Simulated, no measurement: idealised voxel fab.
Process module heading - voxel capacitor over wiring
We display cut, a cross-section 300 nm in width whose square cells are each 5 nm.
A cross-section in this document is a grid of square cells, and it is written down as bands, the top band listed before the ones below it; a band is made up of one or more rows of cells. In this notation a band is specified by the heights of its top and bottom, in that order and in nm, after which its materials appear from left to right, each paired with its width in nm. The word "all across" attached to a single material means that material fills the band from edge to edge; the word "air" stands for empty space. Measure heights from 0. That's the level where, below it, the as-received wafer is all one material. The lowest band is bottomless and extends downward; write it as in "z 0 and below". A width such as "30 to 40" changes by the same amount from each row of cells to the next, from the band's top row to its bottom row. Key: "nothing altered" - step with no changed cell in the cross-section. Under "Sealed voids" you'll find the enclosed gaps, the ones with no way out to the top, that are 8 cells or bigger; each reads width x height at distance, with distance counted from the left edge, everything in nm. What comes after the settings on a step's line is commentary from the simulator itself on that step. Among the settings permitted on a step's line is "overlay nm"; applied to a step with a mask, it specifies the extent to which the mask lay to the right of its planned position, whereas a negative figure signifies a position to the left. Note on reading: below, each pair holds a cross-section from before one process step and one from after it; the one from after shows only down to the lowest band that changed. Beneath the pair, the step in between is stated along with its settings. The pairs can stem from different runs of this module on the same starting wafer. Where a pair's entry headed "Pre-step profile" says so, and only there, that pair continues from the pair above it.

-- Pre-step profile
z 70 to 65: 100 air, 70 TiN, 130 air
z 65 to 60: 100 air, 70 HfO2, 130 air
z 60 to 55: 95 air, 80 TiN, 125 air
z 55 to 45: TiN all across
z 45 to 35: 100 lowk, 15 Ru, 185 lowk
z 35 to 30: 100 SiCN, 15 Ru, 185 SiCN
z 30 to 15: 90 SiO2, 5 TiN, 15 Cu, 5 TiN, 65 SiO2, 5 TiN, 15 Cu, 5 TiN, 95 SiO2
z 15 to 10: 90 SiN, 25 TiN, 65 SiN, 25 TiN, 95 SiN
z 10 to 0: SiO2 all across
z 0 and below: Si all across
Sealed voids: none

-- Section After Processing
z 90 to 70: SiO2 all across
z 70 to 65: 100 SiO2, 70 TiN, 130 SiO2
z 65 to 60: 100 SiO2, 70 HfO2, 130 SiO2
z 60 to 55: 95 SiO2, 80 TiN, 125 SiO2
Anything lower than 55 is untouched.
Sealed voids: none
Between before and after as drawn above: FILL_DEP: material SiO2, thk nm 20

Pre-step profile: see preceding pair, after cross-section.

-- Section After Processing
z 75 to 70: SiO2 all across
Anything lower than 70 is untouched.
Sealed voids: none
Between before and after as drawn above: CMP: height nm 75

Pre-step profile: see preceding pair, after cross-section.

-- Section After Processing
z 75 to 70: 110 SiO2, 15 air, 175 SiO2
Anything lower than 70 is untouched.
Sealed voids: none
Between before and after as drawn above: MASKED_ETCH: tone open, mask id PLUG_2, width nm 15, etch materials SiO2, depth nm 15, overlay nm 0

Pre-step profile: see preceding pair, after cross-section.

-- Section After Processing
z 80 to 75: 115 TiN, 5 air, 180 TiN
z 75 to 65: 110 to 100 SiO2, 15 to 70 TiN, 175 to 130 SiO2
Anything lower than 65 is untouched.
Sealed voids: none
Between before and after as drawn above: CONFORMAL_DEP: material TiN, thk nm 5

Pre-step profile: see preceding pair, after cross-section.

-- Section After Processing
z 85 to 80: Cu all across
z 80 to 75: 115 TiN, 5 Cu, 180 TiN
Anything lower than 75 is untouched.
Sealed voids: none
Between before and after as drawn above: FILL_DEP: material Cu, thk nm 5

Pre-step profile: see preceding pair, after cross-section.

-- Section After Processing
z 75 to 65: 110 to 100 SiO2, 15 to 70 TiN, 175 to 130 SiO2
Anything lower than 65 is untouched.
Sealed voids: none
Between before and after as drawn above: CMP: height nm 75

Pre-step profile: see preceding pair, after cross-section.

-- Section After Processing
z 80 to 75: SiN all across
Anything lower than 75 is untouched.
Sealed voids: none
Between before and after as drawn above: CONFORMAL_DEP: material SiN, thk nm 5

-- Pre-step profile
z 60 to 55: 100 air, 70 TiN, 130 air
z 55 to 50: 100 air, 70 HfO2, 130 air
z 50 to 45: TiN all across
z 45 to 35: 100 lowk, 15 Ru, 185 lowk
z 35 to 30: 100 SiCN, 15 Ru, 185 SiCN
z 30 to 15: 90 SiO2, 5 TiN, 15 Cu, 5 TiN, 65 SiO2, 5 TiN, 15 Cu, 5 TiN, 95 SiO2
z 15 to 10: 90 SiN, 25 TiN, 65 SiN, 25 TiN, 95 SiN
z 10 to 0: SiO2 all across
z 0 and below: Si all across
Sealed voids: none

-- Section After Processing
z 60 to 55: 100 air, 70 TiN, 130 air
z 55 to 50: 100 air, 70 HfO2, 130 air
z 50 to 45: 95 air, 85 TiN, 120 air
Anything lower than 45 is untouched.
Sealed voids: none
Between before and after as drawn above: MASKED_ETCH: tone cover, mask id LOWER_PLATE, width nm 85, etch materials TiN, depth nm 5, overlay nm 0

Pre-step profile: see preceding pair, after cross-section.

-- Section After Processing
z 80 to 60: SiO2 all across
z 60 to 55: 100 SiO2, 70 TiN, 130 SiO2
z 55 to 50: 100 SiO2, 70 HfO2, 130 SiO2
z 50 to 45: 95 SiO2, 85 TiN, 120 SiO2
Anything lower than 45 is untouched.
Sealed voids: none
Between before and after as drawn above: FILL_DEP: material SiO2, thk nm 20

Pre-step profile: see preceding pair, after cross-section.

-- Section After Processing
z 75 to 60: SiO2 all across
Anything lower than 60 is untouched.
Sealed voids: none
Between before and after as drawn above: CMP: height nm 75

Pre-step profile: see preceding pair, after cross-section.

-- Section After Processing
z 75 to 60: 110 SiO2, 15 air, 175 SiO2
Anything lower than 60 is untouched.
Sealed voids: none
Between before and after as drawn above: MASKED_ETCH: tone open, mask id PLUG_2, width nm 15, etch materials SiO2, depth nm 15, overlay nm 0

Pre-step profile: see preceding pair, after cross-section.

-- Section After Processing
z 80 to 75: 115 TiN, 5 air, 180 TiN
z 75 to 65: 110 SiO2, 5 TiN, 5 air, 5 TiN, 175 SiO2
z 65 to 55: 110 to 100 SiO2, 15 to 70 TiN, 175 to 130 SiO2
Anything lower than 55 is untouched.
Sealed voids: none
Between before and after as drawn above: CONFORMAL_DEP: material TiN, thk nm 5

Pre-step profile: see preceding pair, after cross-section.

-- Section After Processing
z 85 to 80: Cu all across
z 80 to 75: 115 TiN, 5 Cu, 180 TiN
z 75 to 65: 110 SiO2, 5 TiN, 5 Cu, 5 TiN, 175 SiO2
Anything lower than 65 is untouched.
Sealed voids: none
Between before and after as drawn above: FILL_DEP: material Cu, thk nm 5

Pre-step profile: see preceding pair, after cross-section.

-- Section After Processing
z 75 to 65: 110 SiO2, 5 TiN, 5 Cu, 5 TiN, 175 SiO2
Anything lower than 65 is untouched.
Sealed voids: none
Between before and after as drawn above: CMP: height nm 75

Pre-step profile: see preceding pair, after cross-section.

-- Section After Processing
z 80 to 75: SiN all across
Anything lower than 75 is untouched.
Sealed voids: none
Between before and after as drawn above: CONFORMAL_DEP: material SiN, thk nm 5

-- Pre-step profile
z 60 to 55: 100 air, 70 TiN, 130 air
z 55 to 50: 100 air, 70 HfO2, 130 air
z 50 to 45: TiN all across
z 45 to 35: 100 lowk, 15 Ru, 185 lowk
z 35 to 30: 100 SiCN, 15 Ru, 185 SiCN
z 30 to 15: 90 SiO2, 5 TiN, 15 Cu, 5 TiN, 65 SiO2, 5 TiN, 15 Cu, 5 TiN, 95 SiO2
z 15 to 10: 90 SiN, 25 TiN, 65 SiN, 25 TiN, 95 SiN
z 10 to 0: SiO2 all across
z 0 and below: Si all across
Sealed voids: none

-- Section After Processing
z 60 to 55: 100 air, 70 TiN, 130 air
z 55 to 50: 100 air, 70 HfO2, 130 air
z 50 to 45: 100 air, 80 TiN, 120 air
Anything lower than 45 is untouched.
Sealed voids: none
Between before and after as drawn above: MASKED_ETCH: tone cover, mask id LOWER_PLATE, width nm 80, etch materials TiN, depth nm 5, overlay nm 5

Pre-step profile: see preceding pair, after cross-section.

-- Section After Processing
z 80 to 60: SiO2 all across
z 60 to 55: 100 SiO2, 70 TiN, 130 SiO2
z 55 to 50: 100 SiO2, 70 HfO2, 130 SiO2
z 50 to 45: 100 SiO2, 80 TiN, 120 SiO2
Anything lower than 45 is untouched.
Sealed voids: none
Between before and after as drawn above: FILL_DEP: material SiO2, thk nm 20

Pre-step profile: see preceding pair, after cross-section.

-- Section After Processing
z 75 to 60: SiO2 all across
Anything lower than 60 is untouched.
Sealed voids: none
Between before and after as drawn above: CMP: height nm 75

Pre-step profile: see preceding pair, after cross-section.

-- Section After Processing
z 75 to 60: 110 SiO2, 15 air, 175 SiO2
Anything lower than 60 is untouched.
Sealed voids: none
Between before and after as drawn above: MASKED_ETCH: tone open, mask id PLUG_2, width nm 15, etch materials SiO2, depth nm 15, overlay nm 0

Pre-step profile: see preceding pair, after cross-section.

-- Section After Processing
z 80 to 75: 115 TiN, 5 air, 180 TiN
z 75 to 65: 110 SiO2, 5 TiN, 5 air, 5 TiN, 175 SiO2
z 65 to 55: 110 to 100 SiO2, 15 to 70 TiN, 175 to 130 SiO2
Anything lower than 55 is untouched.
Sealed voids: none
Between before and after as drawn above: CONFORMAL_DEP: material TiN, thk nm 5

Pre-step profile: see preceding pair, after cross-section.

-- Section After Processing
z 85 to 80: Cu all across
z 80 to 75: 115 TiN, 5 Cu, 180 TiN
z 75 to 65: 110 SiO2, 5 TiN, 5 Cu, 5 TiN, 175 SiO2
Anything lower than 65 is untouched.
Sealed voids: none
Between before and after as drawn above: FILL_DEP: material Cu, thk nm 5

Pre-step profile: see preceding pair, after cross-section.

-- Section After Processing
z 75 to 65: 110 SiO2, 5 TiN, 5 Cu, 5 TiN, 175 SiO2
Anything lower than 65 is untouched.
Sealed voids: none
Between before and after as drawn above: CMP: height nm 75

Pre-step profile: see preceding pair, after cross-section.

-- Section After Processing
z 80 to 75: SiN all across
Anything lower than 75 is untouched.
Sealed voids: none
Between before and after as drawn above: CONFORMAL_DEP: material SiN, thk nm 5

-- Pre-step profile
z 45 to 35: 100 lowk, 15 Ru, 185 lowk
z 35 to 30: 100 SiCN, 15 Ru, 185 SiCN
z 30 to 15: 90 SiO2, 5 TiN, 15 Cu, 5 TiN, 65 SiO2, 5 TiN, 15 Cu, 5 TiN, 95 SiO2
z 15 to 10: 90 SiN, 25 TiN, 65 SiN, 25 TiN, 95 SiN
z 10 to 0: SiO2 all across
z 0 and below: Si all across
Sealed voids: none

-- Section After Processing
z 50 to 45: SiN all across
Anything lower than 45 is untouched.
Sealed voids: none
Between before and after as drawn above: DIRECTIONAL_DEP: material SiN, thk nm 5

Pre-step profile: see preceding pair, after cross-section.

-- Section After Processing
z 55 to 50: HfO2 all across
Anything lower than 50 is untouched.
Sealed voids: none
Between before and after as drawn above: DIRECTIONAL_DEP: material HfO2, thk nm 5

Pre-step profile: see preceding pair, after cross-section.

-- Section After Processing
z 60 to 55: TiN all across
Anything lower than 55 is untouched.
Sealed voids: none
Between before and after as drawn above: DIRECTIONAL_DEP: material TiN, thk nm 5

Pre-step profile: see preceding pair, after cross-section.

-- Section After Processing
z 75 to 60: 100 air, 70 resist, 130 air
Anything lower than 60 is untouched.
Sealed voids: none
Between before and after as drawn above: PATTERN: tone cover, mask id UPPER_PLATE, material resist, width nm 70, thk nm 15, overlay nm 0

Pre-step profile: see preceding pair, after cross-section.

-- Section After Processing
z 75 to 60: 100 air, 70 resist, 130 air
z 60 to 55: 100 air, 70 TiN, 130 air
Anything lower than 55 is untouched.
Sealed voids: none
Between before and after as drawn above: DIRECTIONAL_ETCH: etch materials TiN, depth nm 5

Pre-step profile: see preceding pair, after cross-section.

-- Section After Processing
z 75 to 60: 100 air, 70 resist, 130 air
z 60 to 55: 100 air, 70 TiN, 130 air
z 55 to 50: 100 air, 70 HfO2, 130 air
Anything lower than 50 is untouched.
Sealed voids: none
Between before and after as drawn above: DIRECTIONAL_ETCH: etch materials HfO2, depth nm 5

Pre-step profile: see preceding pair, after cross-section.

-- Section After Processing
z 60 to 55: 100 air, 70 TiN, 130 air
Anything lower than 55 is untouched.
Sealed voids: none
Between before and after as drawn above: STRIP: etch materials resist

Pre-step profile: see preceding pair, after cross-section.

-- Section After Processing
z 80 to 60: SiO2 all across
z 60 to 55: 100 SiO2, 70 TiN, 130 SiO2
z 55 to 50: 100 SiO2, 70 HfO2, 130 SiO2
Anything lower than 50 is untouched.
Sealed voids: none
Between before and after as drawn above: FILL_DEP: material SiO2, thk nm 20

Pre-step profile: see preceding pair, after cross-section.

-- Section After Processing
z 75 to 60: SiO2 all across
Anything lower than 60 is untouched.
Sealed voids: none
Between before and after as drawn above: CMP: height nm 75

Pre-step profile: see preceding pair, after cross-section.

-- Section After Processing
z 75 to 60: 110 SiO2, 15 air, 175 SiO2
Anything lower than 60 is untouched.
Sealed voids: none
Between before and after as drawn above: MASKED_ETCH: tone open, mask id PLUG_2, width nm 15, etch materials SiO2, depth nm 15, overlay nm 0

Pre-step profile: see preceding pair, after cross-section.

-- Section After Processing
z 80 to 75: 115 TiN, 5 air, 180 TiN
z 75 to 65: 110 SiO2, 5 TiN, 5 air, 5 TiN, 175 SiO2
z 65 to 55: 110 to 100 SiO2, 15 to 70 TiN, 175 to 130 SiO2
Anything lower than 55 is untouched.
Sealed voids: none
Between before and after as drawn above: CONFORMAL_DEP: material TiN, thk nm 5

Pre-step profile: see preceding pair, after cross-section.

-- Section After Processing
z 85 to 80: Cu all across
z 80 to 75: 115 TiN, 5 Cu, 180 TiN
z 75 to 65: 110 SiO2, 5 TiN, 5 Cu, 5 TiN, 175 SiO2
Anything lower than 65 is untouched.
Sealed voids: none
Between before and after as drawn above: FILL_DEP: material Cu, thk nm 5

Pre-step profile: see preceding pair, after cross-section.

-- Section After Processing
z 75 to 65: 110 SiO2, 5 TiN, 5 Cu, 5 TiN, 175 SiO2
Anything lower than 65 is untouched.
Sealed voids: none
Between before and after as drawn above: CMP: height nm 75

Pre-step profile: see preceding pair, after cross-section.

-- Section After Processing
z 80 to 75: SiN all across
Anything lower than 75 is untouched.
Sealed voids: none
Between before and after as drawn above: CONFORMAL_DEP: material SiN, thk nm 5

-- Pre-step profile
z 45 to 35: lowk all across
z 35 to 30: SiCN all across
z 30 to 15: 90 SiO2, 5 TiN, 15 Cu, 5 TiN, 65 SiO2, 5 TiN, 15 Cu, 5 TiN, 95 SiO2
z 15 to 10: 90 SiN, 25 TiN, 65 SiN, 25 TiN, 95 SiN
z 10 to 0: SiO2 all across
z 0 and below: Si all across
Sealed voids: none

-- Section After Processing
z 45 to 35: 100 air, 15 lowk, 185 air
Anything lower than 35 is untouched.
Sealed voids: none
Between before and after as drawn above: MASKED_ETCH: tone cover, mask id PLUG_1, width nm 15, etch materials lowk, depth nm 10, overlay nm 0

Pre-step profile: see preceding pair, after cross-section.

-- Section After Processing
z 50 to 45: 100 air, 15 TiN, 185 air
z 45 to 40: 100 air, 15 lowk, 185 air
z 40 to 35: 100 TiN, 15 lowk, 185 TiN
Anything lower than 35 is untouched.
Sealed voids: none
Between before and after as drawn above: DIRECTIONAL_DEP: material TiN, thk nm 5

Pre-step profile: see preceding pair, after cross-section.

-- Section After Processing
z 55 to 50: 100 air, 15 HfO2, 185 air
z 50 to 45: 100 air, 15 TiN, 185 air
z 45 to 40: 100 HfO2, 15 lowk, 185 HfO2
Anything lower than 40 is untouched.
Sealed voids: none
Between before and after as drawn above: DIRECTIONAL_DEP: material HfO2, thk nm 5

Pre-step profile: see preceding pair, after cross-section.

-- Section After Processing
z 60 to 55: 100 air, 15 TiN, 185 air
z 55 to 50: 100 air, 15 HfO2, 185 air
z 50 to 45: TiN all across
Anything lower than 45 is untouched.
Sealed voids: none
Between before and after as drawn above: DIRECTIONAL_DEP: material TiN, thk nm 5

Pre-step profile: see preceding pair, after cross-section.

-- Section After Processing
z 75 to 60: 100 air, 70 resist, 130 air
z 60 to 55: 100 air, 15 TiN, 55 resist, 130 air
z 55 to 50: 100 air, 15 HfO2, 55 resist, 130 air
Anything lower than 50 is untouched.
Sealed voids: none
Between before and after as drawn above: PATTERN: tone cover, mask id UPPER_PLATE, material resist, width nm 70, thk nm 15, overlay nm 0

Pre-step profile: see preceding pair, after cross-section.

-- Section After Processing
z 75 to 60: 100 air, 70 resist, 130 air
z 60 to 55: 100 air, 15 TiN, 55 resist, 130 air
z 55 to 50: 100 air, 15 HfO2, 55 resist, 130 air
z 50 to 45: 100 air, 70 TiN, 130 air
Anything lower than 45 is untouched.
Sealed voids: none
Between before and after as drawn above: DIRECTIONAL_ETCH: etch materials TiN, depth nm 5

Pre-step profile: see preceding pair, after cross-section.

-- Section After Processing
z 75 to 60: 100 air, 70 resist, 130 air
z 60 to 55: 100 air, 15 TiN, 55 resist, 130 air
z 55 to 50: 100 air, 15 HfO2, 55 resist, 130 air
z 50 to 45: 100 air, 70 TiN, 130 air
z 45 to 40: 100 air, 15 lowk, 55 HfO2, 130 air
Anything lower than 40 is untouched.
Sealed voids: none
Between before and after as drawn above: DIRECTIONAL_ETCH: etch materials HfO2, depth nm 5

Pre-step profile: see preceding pair, after cross-section.

-- Section After Processing
z 60 to 55: 100 air, 15 TiN, 185 air
z 55 to 50: 100 air, 15 HfO2, 185 air
Anything lower than 50 is untouched.
Sealed voids: none
Between before and after as drawn above: STRIP: etch materials resist

Pre-step profile: see preceding pair, after cross-section.

-- Section After Processing
z 60 to 55: 100 air, 15 TiN, 185 air
z 55 to 50: 100 air, 15 HfO2, 185 air
z 50 to 45: 100 air, 70 TiN, 130 air
z 45 to 40: 100 air, 15 lowk, 55 HfO2, 130 air
z 40 to 35: 95 air, 5 TiN, 15 lowk, 60 TiN, 125 air
Anything lower than 35 is untouched.
Sealed voids: none
Between before and after as drawn above: MASKED_ETCH: tone cover, mask id LOWER_PLATE, width nm 80, etch materials TiN, depth nm 5, overlay nm 0

Pre-step profile: see preceding pair, after cross-section.

-- Section After Processing
z 80 to 60: SiO2 all across
z 60 to 55: 100 SiO2, 15 TiN, 185 SiO2
z 55 to 50: 100 SiO2, 15 HfO2, 185 SiO2
z 50 to 45: 100 SiO2, 70 TiN, 130 SiO2
z 45 to 40: 100 SiO2, 15 lowk, 55 HfO2, 130 SiO2
z 40 to 35: 95 SiO2, 5 TiN, 15 lowk, 60 TiN, 125 SiO2
Anything lower than 35 is untouched.
Sealed voids: none
Between before and after as drawn above: FILL_DEP: material SiO2, thk nm 20

Pre-step profile: see preceding pair, after cross-section.

-- Section After Processing
z 75 to 60: SiO2 all across
Anything lower than 60 is untouched.
Sealed voids: none
Between before and after as drawn above: CMP: height nm 75

Pre-step profile: see preceding pair, after cross-section.

-- Section After Processing
z 75 to 60: 110 SiO2, 15 air, 175 SiO2
Anything lower than 60 is untouched.
Sealed voids: none
Between before and after as drawn above: MASKED_ETCH: tone open, mask id PLUG_2, width nm 15, etch materials SiO2, depth nm 15, overlay nm 0

Pre-step profile: see preceding pair, after cross-section.

-- Section After Processing
z 80 to 75: 115 TiN, 5 air, 180 TiN
z 75 to 65: 110 SiO2, 5 TiN, 5 air, 5 TiN, 175 SiO2
z 65 to 55: 110 to 100 SiO2, 15 TiN, 175 to 185 SiO2
Anything lower than 55 is untouched.
Sealed voids: none
Between before and after as drawn above: CONFORMAL_DEP: material TiN, thk nm 5

Pre-step profile: see preceding pair, after cross-section.

-- Section After Processing
z 85 to 80: Cu all across
z 80 to 75: 115 TiN, 5 Cu, 180 TiN
z 75 to 65: 110 SiO2, 5 TiN, 5 Cu, 5 TiN, 175 SiO2
Anything lower than 65 is untouched.
Sealed voids: none
Between before and after as drawn above: FILL_DEP: material Cu, thk nm 5

Pre-step profile: see preceding pair, after cross-section.

-- Section After Processing
z 75 to 65: 110 SiO2, 5 TiN, 5 Cu, 5 TiN, 175 SiO2
Anything lower than 65 is untouched.
Sealed voids: none
Between before and after as drawn above: CMP: height nm 75

Pre-step profile: see preceding pair, after cross-section.

-- Section After Processing
z 80 to 75: SiN all across
Anything lower than 75 is untouched.
Sealed voids: none
Between before and after as drawn above: CONFORMAL_DEP: material SiN, thk nm 5
